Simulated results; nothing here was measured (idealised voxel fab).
Documented hereafter: the process module known as voxel air gaps.
For reference, the cross-section in this document is cut, with width 280 nm and square cells of 5 nm.
How to read a cross-section here: the picture is a grid of square cells, written as bands going from the top down, and any band can span one or more rows of cells.
Heads up on the band format: heights come first, top then bottom, in nm. After that it's the materials left to right, each with its width in nm. A single material flagged "edge to edge" fills the whole band edge to edge, and "empty" means there's empty space there.
Measure heights from 0. That's the level where, below it, the as-received wafer is all one material. The lowest band is bottomless and extends downward; write it as in "z 0 and below".
Note: "30->40" means the width goes from the first number (top row of the band) to the second number (bottom row) in equal steps per row of cells.
Where a step carries "identical to before", the cross-section came out of it unchanged, cell for cell.
Look at "Catalogued sealed voids" for the closed voids: empty spaces with no open path to the top, sized 8 cells or up. Each is width x height at distance, distance from the left edge, all nm.
That trailing text on a step's line, after the settings, is the simulator's own remark on the step.
The "overlay nm" setting may appear on a step's line; for a step that uses a mask, it gives how far to the right of its planned position the mask lay, and a negative value indicates the left.
-- This section lists the process steps that were planned
1. RECEIVE, material Si
2. CONFORMAL_DEP, material SiO2, thk nm 10
3. CONFORMAL_DEP, material SiN, thk nm 5
4. DIRECTIONAL_DEP, material lowk, thk nm 40
5. PATTERN, tone open, mask id LINES, material resist, width nm 20, pitch nm 45, thk nm 15, overlay nm 0
6. DIRECTIONAL_ETCH, etch materials lowk, depth nm 40
7. STRIP, etch materials resist
8. CONFORMAL_DEP, material TiN, thk nm 5
9. FILL_DEP, material Ru, thk nm 10
10. CMP, height nm 55
11. EPI, material Ru, thk nm 10
12. SELECTIVE_ETCH, etch materials lowk, depth nm 50
13. CONFORMAL_DEP, material SiCN, thk nm 5
-- As-received state of the wafer in cross-section, equivalent to post-step 1
- z 0 and below: Si edge to edge
- Catalogued sealed voids: none
-- First of two wafers: cross-section at end of module, run per plan
- z 70 to 65: empty (45); SiCN (185); empty (50)
- z 65 to 55: empty (45); SiCN (5); Ru (40); SiCN (5); Ru (40); SiCN (5); Ru (40); SiCN (5); Ru (40); SiCN (5); empty (50)
- z 55 to 50: empty (45); SiCN (15); TiN (5); Ru (10); TiN (5); SiCN (25); TiN (5); Ru (10); TiN (5); SiCN (25); TiN (5); Ru (10); TiN (5); SiCN (25); TiN (5); Ru (10); TiN (5); SiCN (15); empty (50)
- z 50 to 20: empty (55); SiCN (5); TiN (5); Ru (10); TiN (5); SiCN (5); empty (15); SiCN (5); TiN (5); Ru (10); TiN (5); SiCN (5); empty (15); SiCN (5); TiN (5); Ru (10); TiN (5); SiCN (5); empty (15); SiCN (5); TiN (5); Ru (10); TiN (5); SiCN (5); empty (60)
- z 20 to 15: SiCN (60); TiN (20); SiCN (25); TiN (20); SiCN (25); TiN (20); SiCN (25); TiN (20); SiCN (65)
- z 15 to 10: SiN edge to edge
- z 10 to 0: SiO2 edge to edge
- z 0 and below: Si edge to edge
- Catalogued sealed voids: 15 x 30 at 85; 15 x 30 at 130; 15 x 30 at 175
-- Second of two wafers, module complete, sectioned: it shares the first wafer's start and plan but was run with one mistake
- z 85 to 80: SiCN edge to edge
- z 80 to 60: Ru edge to edge
- z 60 to 55: TiN (65); Ru (10); TiN (35); Ru (10); TiN (35); Ru (10); TiN (35); Ru (10); TiN (70)
- z 55 to 20: lowk (60); TiN (5); Ru (10); TiN (5); lowk (25); TiN (5); Ru (10); TiN (5); lowk (25); TiN (5); Ru (10); TiN (5); lowk (25); TiN (5); Ru (10); TiN (5); lowk (65)
- z 20 to 15: lowk (60); TiN (20); lowk (25); TiN (20); lowk (25); TiN (20); lowk (25); TiN (20); lowk (65)
- z 15 to 10: SiN edge to edge
- z 10 to 0: SiO2 edge to edge
- z 0 and below: Si edge to edge
- Catalogued sealed voids: none
The mistake made against the process plan was this: the run left out plan step 10 entirely, so it was never executed
Per the end-of-run cell counts, the second wafer holds more or fewer of some materials than the first: Ru +168; SiCN -100; TiN +48; lowk +320
The second wafer ends with 0 closed voids, and the first wafer ends with 3.
